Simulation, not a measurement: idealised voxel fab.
process module | voxel self aligned contacts
cross-section cut | 210 nm wide | cells 5 nm
A cross-section is a grid of square cells, given in bands from the top down. A band is one or more rows of cells.
Each band's line starts with the height of the band's top and of its bottom, in nm. Then come its materials from left to right, each with its width in nm. One material with "throughout" fills the band from edge to edge. "air" is empty space.
Height 0 is the level under which the wafer as received is all one material. The lowest band goes on downwards, as in "0 down".
A width such as "30 to 40" changes by the same amount from each row of cells to the next, from the band's top row to its bottom row.
"no change" after a step means that no cell of the cross-section changed.
closed voids: empty space of 8 cells or more with no open way to the top, each as width x height at its distance from the left edge, in nm
after a step's settings: what the simulator itself notes on the step
overlay nm, on a step with a mask: how far to the right of its planned place the mask lay; to the left if negative
plan
1 op RECEIVE | material Si
2 op OXIDIZE | depth nm 5
3 op DIRECTIONAL_DEP | material polySi | thk nm 20
4 op DIRECTIONAL_DEP | material SiN | thk nm 15
5 op MASKED_ETCH | tone cover | mask id GATE | width nm 35 | pitch nm 65 | etch materials SiN | depth nm 15 | overlay nm 0
6 op MASKED_ETCH | tone cover | mask id GATE | width nm 35 | pitch nm 65 | etch materials polySi | depth nm 20 | overlay nm 0
7 op CONFORMAL_DEP | material SiN | thk nm 5
8 op DIRECTIONAL_ETCH | etch materials SiN | depth nm 5
9 op FILL_DEP | material SiO2 | thk nm 10
10 op CMP | height nm 40
11 op MASKED_ETCH | tone open | mask id CONTACT | width nm 50 | etch materials SiO2 | depth nm 45 | overlay nm 0
12 op CONFORMAL_DEP | material TiN | thk nm 5
13 op FILL_DEP | material W | thk nm 10
14 op CMP | height nm 40
15 op CONFORMAL_DEP | material SiN | thk nm 5
first wafer, as planned
as received, after step 1
  0 down: Si throughout
  closed voids: none
after step 2
  0 to -5: SiO2 throughout
  below -5: unchanged
after step 3
  20 to 0: polySi throughout
  below 0: unchanged
after step 4
  35 to 20: SiN throughout
  below 20: unchanged
after step 5
  35 to 20: air 55 | SiN 35 | air 30 | SiN 35 | air 55
  below 20: unchanged
after step 6
  35 to 20: air 55 | SiN 35 | air 30 | SiN 35 | air 55
  20 to 0: air 55 | polySi 35 | air 30 | polySi 35 | air 55
  below 0: unchanged
after step 7
  40 to 20: air 50 | SiN 45 | air 20 | SiN 45 | air 50
  20 to 5: air 50 | SiN 5 | polySi 35 | SiN 5 | air 20 | SiN 5 | polySi 35 | SiN 5 | air 50
  5 to 0: SiN 55 | polySi 35 | SiN 30 | polySi 35 | SiN 55
  below 0: unchanged
after step 8
  35 to 20: air 50 | SiN 45 | air 20 | SiN 45 | air 50
  20 to 0: air 50 | SiN 5 | polySi 35 | SiN 5 | air 20 | SiN 5 | polySi 35 | SiN 5 | air 50
  below 0: unchanged
after step 9
  45 to 35: SiO2 throughout
  35 to 20: SiO2 50 | SiN 45 | SiO2 20 | SiN 45 | SiO2 50
  20 to 0: SiO2 50 | SiN 5 | polySi 35 | SiN 5 | SiO2 20 | SiN 5 | polySi 35 | SiN 5 | SiO2 50
  below 0: unchanged
after step 10
  40 to 35: SiO2 throughout
  below 35: unchanged
after step 11
  40 to 35: SiO2 80 | air 50 | SiO2 80
  35 to 20: SiO2 50 | SiN 45 | air 20 | SiN 45 | SiO2 50
  20 to 0: SiO2 50 | SiN 5 | polySi 35 | SiN 5 | air 20 | SiN 5 | polySi 35 | SiN 5 | SiO2 50
  0 to -5: SiO2 95 | air 20 | SiO2 95
  below -5: unchanged
after step 12
  45 to 40: TiN 85 | air 40 | TiN 85
  40 to 35: SiO2 80 | TiN 20 | air 10 | TiN 20 | SiO2 80
  35 to 20: SiO2 50 | SiN 45 | TiN 5 | air 10 | TiN 5 | SiN 45 | SiO2 50
  20 to 0: SiO2 50 | SiN 5 | polySi 35 | SiN 5 | TiN 5 | air 10 | TiN 5 | SiN 5 | polySi 35 | SiN 5 | SiO2 50
  0 to -5: SiO2 95 | TiN 20 | SiO2 95
  below -5: unchanged
after step 13
  55 to 45: W throughout
  45 to 40: TiN 85 | W 40 | TiN 85
  40 to 35: SiO2 80 | TiN 20 | W 10 | TiN 20 | SiO2 80
  35 to 20: SiO2 50 | SiN 45 | TiN 5 | W 10 | TiN 5 | SiN 45 | SiO2 50
  20 to 0: SiO2 50 | SiN 5 | polySi 35 | SiN 5 | TiN 5 | W 10 | TiN 5 | SiN 5 | polySi 35 | SiN 5 | SiO2 50
  below 0: unchanged
after step 14
  40 to 35: SiO2 80 | TiN 20 | W 10 | TiN 20 | SiO2 80
  below 35: unchanged
after step 15
  45 to 40: SiN throughout
  below 40: unchanged
second wafer: like start, like plan, one mistake. Through step 2 it matches the first wafer
when step 3 should have ended
  15 to 0: SiN throughout
  below 0: unchanged
when step 4 should have ended
  35 to 15: polySi throughout
  below 15: unchanged
when step 5 should have ended: no change
when step 6 should have ended
  35 to 15: air 55 | polySi 35 | air 30 | polySi 35 | air 55
  below 15: unchanged
when step 7 should have ended
  40 to 35: air 50 | SiN 45 | air 20 | SiN 45 | air 50
  35 to 20: air 50 | SiN 5 | polySi 35 | SiN 5 | air 20 | SiN 5 | polySi 35 | SiN 5 | air 50
  20 to 15: SiN 55 | polySi 35 | SiN 30 | polySi 35 | SiN 55
  below 15: unchanged
when step 8 should have ended
  35 to 15: air 50 | SiN 5 | polySi 35 | SiN 5 | air 20 | SiN 5 | polySi 35 | SiN 5 | air 50
  below 15: unchanged
when step 9 should have ended
  45 to 35: SiO2 throughout
  35 to 15: SiO2 50 | SiN 5 | polySi 35 | SiN 5 | SiO2 20 | SiN 5 | polySi 35 | SiN 5 | SiO2 50
  below 15: unchanged
when step 10 should have ended
  40 to 35: SiO2 throughout
  below 35: unchanged
when step 11 should have ended
  40 to 35: SiO2 80 | air 50 | SiO2 80
  35 to 15: SiO2 50 | SiN 5 | polySi 35 | SiN 5 | air 20 | SiN 5 | polySi 35 | SiN 5 | SiO2 50
  below 15: unchanged
when step 12 should have ended
  45 to 40: TiN 85 | air 40 | TiN 85
  40 to 35: SiO2 80 | TiN 20 | air 10 | TiN 20 | SiO2 80
  35 to 20: SiO2 50 | SiN 5 | polySi 35 | SiN 5 | TiN 5 | air 10 | TiN 5 | SiN 5 | polySi 35 | SiN 5 | SiO2 50
  20 to 15: SiO2 50 | SiN 5 | polySi 35 | SiN 5 | TiN 20 | SiN 5 | polySi 35 | SiN 5 | SiO2 50
  below 15: unchanged
when step 13 should have ended
  55 to 45: W throughout
  45 to 40: TiN 85 | W 40 | TiN 85
  40 to 35: SiO2 80 | TiN 20 | W 10 | TiN 20 | SiO2 80
  35 to 20: SiO2 50 | SiN 5 | polySi 35 | SiN 5 | TiN 5 | W 10 | TiN 5 | SiN 5 | polySi 35 | SiN 5 | SiO2 50
  below 20: unchanged
when step 14 should have ended
  40 to 35: SiO2 80 | TiN 20 | W 10 | TiN 20 | SiO2 80
  below 35: unchanged
when step 15 should have ended
  45 to 40: SiN throughout
  below 40: unchanged
what went wrong: steps 3 and 4 were swapped
at the end the second wafer has, in cells: 72 more of SiN | 56 fewer of SiO2 | 8 fewer of TiN | 8 fewer of W
